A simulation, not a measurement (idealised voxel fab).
process module | voxel spacer lines
cross-section cut | 225 nm wide | cells 5 nm
A cross-section is a grid of square cells, given in bands from the top down. A band is one or more rows of cells.
Each band's line starts with the height of the band's top and of its bottom, in nm. Then come its materials from left to right, each with its width in nm. One material with "throughout" fills the band from edge to edge. "air" is empty space.
Height 0 is the level under which the wafer as received is all one material. The lowest band goes on downwards, as in "0 down".
A width such as "30 to 40" changes by the same amount from each row of cells to the next, from the band's top row to its bottom row.
"no change" after a step means that no cell of the cross-section changed.
closed voids: empty space of 8 cells or more with no open way to the top, each as width x height at its distance from the left edge, in nm
after a step's settings: what the simulator itself notes on the step
overlay nm, on a step with a mask: how far to the right of its planned place the mask lay; to the left if negative
plan
1 op RECEIVE | material Si
2 op CONFORMAL_DEP | material SiO2 | thk nm 5
3 op DIRECTIONAL_DEP | material TiN | thk nm 20
4 op DIRECTIONAL_DEP | material polySi | thk nm 25
5 op PATTERN | tone cover | mask id MANDREL | material resist | width nm 15 | pitch nm 50 | thk nm 35 | overlay nm 0
6 op DIRECTIONAL_ETCH | etch materials polySi | depth nm 25
7 op STRIP | etch materials resist
8 op CONFORMAL_DEP | material SiN | thk nm 10
9 op DIRECTIONAL_ETCH | etch materials SiN | depth nm 10
10 op STRIP | etch materials polySi
11 op DIRECTIONAL_ETCH | etch materials TiN | depth nm 20
12 op STRIP | etch materials SiN
first wafer, as planned
as received, after step 1
  0 down: Si throughout
  closed voids: none
after step 2
  5 to 0: SiO2 throughout
  below 0: unchanged
after step 3
  25 to 5: TiN throughout
  below 5: unchanged
after step 4
  50 to 25: polySi throughout
  below 25: unchanged
after step 5
  85 to 50: air 55 | resist 15 | air 35 | resist 15 | air 35 | resist 15 | air 55
  below 50: unchanged
after step 6
  85 to 50: air 55 | resist 15 | air 35 | resist 15 | air 35 | resist 15 | air 55
  50 to 25: air 55 | polySi 15 | air 35 | polySi 15 | air 35 | polySi 15 | air 55
  below 25: unchanged
after step 7
  50 to 25: air 55 | polySi 15 | air 35 | polySi 15 | air 35 | polySi 15 | air 55
  below 25: unchanged
after step 8
  60 to 50: air 45 | SiN 35 | air 15 | SiN 35 | air 15 | SiN 35 | air 45
  50 to 35: air 45 | SiN 10 | polySi 15 | SiN 10 | air 15 | SiN 10 | polySi 15 | SiN 10 | air 15 | SiN 10 | polySi 15 | SiN 10 | air 45
  35 to 25: SiN 55 | polySi 15 | SiN 35 | polySi 15 | SiN 35 | polySi 15 | SiN 55
  below 25: unchanged
after step 9
  50 to 25: air 45 | SiN 10 | polySi 15 | SiN 10 | air 15 | SiN 10 | polySi 15 | SiN 10 | air 15 | SiN 10 | polySi 15 | SiN 10 | air 45
  below 25: unchanged
after step 10
  50 to 25: air 45 | SiN 10 | air 15 | SiN 10 | air 15 | SiN 10 | air 15 | SiN 10 | air 15 | SiN 10 | air 15 | SiN 10 | air 45
  below 25: unchanged
after step 11
  50 to 25: air 45 | SiN 10 | air 15 | SiN 10 | air 15 | SiN 10 | air 15 | SiN 10 | air 15 | SiN 10 | air 15 | SiN 10 | air 45
  25 to 5: air 45 | TiN 10 | air 15 | TiN 10 | air 15 | TiN 10 | air 15 | TiN 10 | air 15 | TiN 10 | air 15 | TiN 10 | air 45
  below 5: unchanged
after step 12
  25 to 5: air 45 | TiN 10 | air 15 | TiN 10 | air 15 | TiN 10 | air 15 | TiN 10 | air 15 | TiN 10 | air 15 | TiN 10 | air 45
  below 5: unchanged
second wafer: like start, like plan, one mistake. Through step 4 it matches the first wafer
when step 5 should have ended
  85 to 50: air 65 | resist 15 | air 35 | resist 15 | air 35 | resist 15 | air 45
  below 50: unchanged
when step 6 should have ended
  85 to 50: air 65 | resist 15 | air 35 | resist 15 | air 35 | resist 15 | air 45
  50 to 25: air 65 | polySi 15 | air 35 | polySi 15 | air 35 | polySi 15 | air 45
  below 25: unchanged
when step 7 should have ended
  50 to 25: air 65 | polySi 15 | air 35 | polySi 15 | air 35 | polySi 15 | air 45
  below 25: unchanged
when step 8 should have ended
  60 to 50: air 55 | SiN 35 | air 15 | SiN 35 | air 15 | SiN 35 | air 35
  50 to 35: air 55 | SiN 10 | polySi 15 | SiN 10 | air 15 | SiN 10 | polySi 15 | SiN 10 | air 15 | SiN 10 | polySi 15 | SiN 10 | air 35
  35 to 25: SiN 65 | polySi 15 | SiN 35 | polySi 15 | SiN 35 | polySi 15 | SiN 45
  below 25: unchanged
when step 9 should have ended
  50 to 25: air 55 | SiN 10 | polySi 15 | SiN 10 | air 15 | SiN 10 | polySi 15 | SiN 10 | air 15 | SiN 10 | polySi 15 | SiN 10 | air 35
  below 25: unchanged
when step 10 should have ended
  50 to 25: air 55 | SiN 10 | air 15 | SiN 10 | air 15 | SiN 10 | air 15 | SiN 10 | air 15 | SiN 10 | air 15 | SiN 10 | air 35
  below 25: unchanged
when step 11 should have ended
  50 to 25: air 55 | SiN 10 | air 15 | SiN 10 | air 15 | SiN 10 | air 15 | SiN 10 | air 15 | SiN 10 | air 15 | SiN 10 | air 35
  25 to 5: air 55 | TiN 10 | air 15 | TiN 10 | air 15 | TiN 10 | air 15 | TiN 10 | air 15 | TiN 10 | air 15 | TiN 10 | air 35
  below 5: unchanged
when step 12 should have ended
  25 to 5: air 55 | TiN 10 | air 15 | TiN 10 | air 15 | TiN 10 | air 15 | TiN 10 | air 15 | TiN 10 | air 15 | TiN 10 | air 35
  below 5: unchanged
what went wrong: step 5 ran as: op PATTERN | tone cover | mask id MANDREL | material resist | width nm 15 | pitch nm 50 | thk nm 35 | overlay nm 10
at the end the second wafer has, in cells: as many of each material as the first, in other places
